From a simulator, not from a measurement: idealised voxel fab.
process module | voxel local oxidation
The cross-section shown here is cut; it is 275 nm wide and divided into square cells measuring 5 nm on a side.
Cross-section = grid of square cells, listed top down in bands; band = one or more rows. In this notation a band is specified by the heights of its top and bottom, in that order and in nm, after which its materials appear from left to right, each paired with its width in nm. The word "all across" attached to a single material means that material fills the band from edge to edge; the word "air" stands for empty space. Ref level 0: as-received wafer is one material below here. Bottom band extends down with no lower bound ("z 0 and below"). A two-number width, for instance "30 to 40", indicates that the width is equal to the first number in the top row of the band and to the second number in the bottom row, and that it changes by a constant amount per row of cells. "no change occurred" (step): cross-section cells unchanged, all of them. Entry "Completely enclosed voids" = empty spaces >= 8 cells with no open way to the top; each as width x height at distance, distance from left edge, all nm. That trailing text on a step's line, after the settings, is the simulator's own remark on the step. Each step line may optionally specify "overlay nm", which for a step with a mask gives the rightward distance between the mask's planned place and where it lay, a negative value indicating the leftward direction.

[The planned process steps are enumerated hereunder]
1: RECEIVE,material Si
2: OXIDIZE,depth nm 5
3: CONFORMAL_DEP,material SiN,thk nm 15
4: PATTERN,tone cover,mask id ACTIVE,material resist,width nm 130,thk nm 15,overlay nm 0
5: DIRECTIONAL_ETCH,etch materials SiN,depth nm 15
6: STRIP,etch materials resist
7: SELECTIVE_ETCH,etch materials SiO2,depth nm 5
8: OXIDIZE,depth nm 15
9: STRIP,etch materials SiN

[Received-state cross-section, reflecting completion of step 1]
	z 0 and below | Si all across
	Completely enclosed voids: none

[The first of the two wafers as seen in cross-section once the module was finished; processing followed the plan]
	z 0 to -5 | air 75 nm | SiO2 120 nm | air 80 nm
	z -5 to -20 | SiO2 90 nm | Si 90 nm | SiO2 95 nm
	z -20 and below | Si all across
	Completely enclosed voids: none

[Here is the second of the two wafers cut open at the end of the module - same start, same plan as the first one, but we made one mistake running it]
	z 15 to 0 | air 70 nm | SiN 130 nm | air 75 nm
	z 0 to -5 | air 75 nm | SiO2 120 nm | air 80 nm
	z -5 to -20 | SiO2 90 nm | Si 90 nm | SiO2 95 nm
	z -20 and below | Si all across
	Completely enclosed voids: none
Short version of what went wrong: step 9 in the plan did not get run; it was skipped
End of process, cell counts, second wafer against first, materials with more or fewer: SiN: 78 more
